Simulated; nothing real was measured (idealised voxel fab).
You're looking at the process module voxel self aligned vias.
Section shown: cut. Width: 295 nm. Cell size: 5 nm, square.
A cross-section is a grid of square cells, given in bands from the top down. A band is one or more rows of cells. Within each band entry, the heights of the top and of the bottom of the band appear first, in that order and in nm; the materials of the band then follow from left to right, each with its corresponding width in nm. The designation "throughout" on a single material indicates that it fills the band from edge to edge; the designation "air" indicates empty space. Beneath 0, the wafer as received is one material, and that level is where height counting begins. The lowest band goes on downward without a bottom; it is written like "top 0, no bottom". Width: "30->40" (first number = top row, second number = bottom row, same change from row to row of cells). "nothing altered" for a step: no cell of the cross-section changed in that step. Any empty space of 8 cells or more lacking an open way to the top shows up in "Enclosed voids" as width x height at distance, distance from the left edge, in nm. Anything after a step's settings on that line? It's the simulator's own note about the step. "overlay nm" denotes, for a step that has a mask, the displacement of the mask to the right of its planned place, with negative values corresponding to the left.
The steps planned for the process are as follows
step 1: RECEIVE | material Si
step 2: CONFORMAL_DEP | material SiO2 | thk nm 15
step 3: CONFORMAL_DEP | material SiCN | thk nm 5
step 4: DIRECTIONAL_DEP | material SiO2 | thk nm 30
step 5: PATTERN | tone open | mask id LINES | material resist | width nm 25 | pitch nm 60 | thk nm 20 | overlay nm 0
step 6: DIRECTIONAL_ETCH | etch materials SiO2 | depth nm 30
step 7: STRIP | etch materials resist
step 8: CONFORMAL_DEP | material TiN | thk nm 5
step 9: FILL_DEP | material W | thk nm 10
step 10: CMP | height nm 50
step 11: SELECTIVE_ETCH | etch materials W Ru TiN | depth nm 5
step 12: FILL_DEP | material SiN | thk nm 10
step 13: CMP | height nm 50
step 14: DIRECTIONAL_DEP | material SiO2 | thk nm 15
step 15: DIRECTIONAL_DEP | material aC | thk nm 15
step 16: PATTERN | tone open | mask id VIAS | material resist | width nm 35 | pitch nm 60 | thk nm 30 | overlay nm 0
step 17: DIRECTIONAL_ETCH | etch materials aC | depth nm 15
step 18: STRIP | etch materials resist
step 19: DIRECTIONAL_ETCH | etch materials SiO2 | depth nm 15
step 20: DIRECTIONAL_ETCH | etch materials SiN | depth nm 5
step 21: STRIP | etch materials aC
step 22: CONFORMAL_DEP | material TiN | thk nm 5
step 23: FILL_DEP | material Cu | thk nm 10
step 24: CMP | height nm 65
step 25: CONFORMAL_DEP | material SiN | thk nm 5
Wafer at receipt (post step 1), cross-section
- top 0, no bottom | Si throughout
- Enclosed voids: none
Cross-section, first of two wafers, end of module, run as planned
- top 70, bottom 65 | SiN throughout
- top 65, bottom 55 | SiO2 (70)  TiN (5)  Cu (25)  TiN (5)  SiO2 (25)  TiN (5)  Cu (25)  TiN (5)  SiO2 (25)  TiN (5)  Cu (25)  TiN (5)  SiO2 (70)
- top 55, bottom 50 | SiO2 (70)  TiN (10)  Cu (15)  TiN (10)  SiO2 (25)  TiN (10)  Cu (15)  TiN (10)  SiO2 (25)  TiN (10)  Cu (15)  TiN (10)  SiO2 (70)
- top 50, bottom 45 | SiO2 (75)  TiN (25)  SiO2 (35)  TiN (25)  SiO2 (35)  TiN (25)  SiO2 (75)
- top 45, bottom 25 | SiO2 (75)  TiN (5)  W (15)  TiN (5)  SiO2 (35)  TiN (5)  W (15)  TiN (5)  SiO2 (35)  TiN (5)  W (15)  TiN (5)  SiO2 (75)
- top 25, bottom 20 | SiO2 (75)  TiN (25)  SiO2 (35)  TiN (25)  SiO2 (35)  TiN (25)  SiO2 (75)
- top 20, bottom 15 | SiCN throughout
- top 15, bottom 0 | SiO2 throughout
- top 0, no bottom | Si throughout
- Enclosed voids: none
Wafer two, sectioned after the module: the first wafer's start, the first wafer's plan, and one mistake in how it was run
- top 70, bottom 65 | SiN throughout
- top 65, bottom 55 | SiO2 (60)  TiN (5)  Cu (25)  TiN (5)  SiO2 (25)  TiN (5)  Cu (25)  TiN (5)  SiO2 (25)  TiN (5)  Cu (25)  TiN (5)  SiO2 (80)
- top 55, bottom 50 | SiO2 (60)  TiN (20)  Cu (10)  TiN (5)  SiO2 (25)  TiN (20)  Cu (10)  TiN (5)  SiO2 (25)  TiN (20)  Cu (10)  TiN (5)  SiO2 (80)
- top 50, bottom 45 | SiO2 (75)  TiN (20)  SiN (5)  SiO2 (35)  TiN (20)  SiN (5)  SiO2 (35)  TiN (20)  SiN (5)  SiO2 (75)
- top 45, bottom 25 | SiO2 (75)  TiN (5)  W (15)  TiN (5)  SiO2 (35)  TiN (5)  W (15)  TiN (5)  SiO2 (35)  TiN (5)  W (15)  TiN (5)  SiO2 (75)
- top 25, bottom 20 | SiO2 (75)  TiN (25)  SiO2 (35)  TiN (25)  SiO2 (35)  TiN (25)  SiO2 (75)
- top 20, bottom 15 | SiCN throughout
- top 15, bottom 0 | SiO2 throughout
- top 0, no bottom | Si throughout
- Enclosed voids: none
Error vs. plan: not per plan at step 16, really ran PATTERN | tone open | mask id VIAS | material resist | width nm 35 | pitch nm 60 | thk nm 30 | overlay nm -10
Wafer comparison, final, in cells, second relative to first, materials more or fewer: 3 fewer of Cu, 3 more of SiN
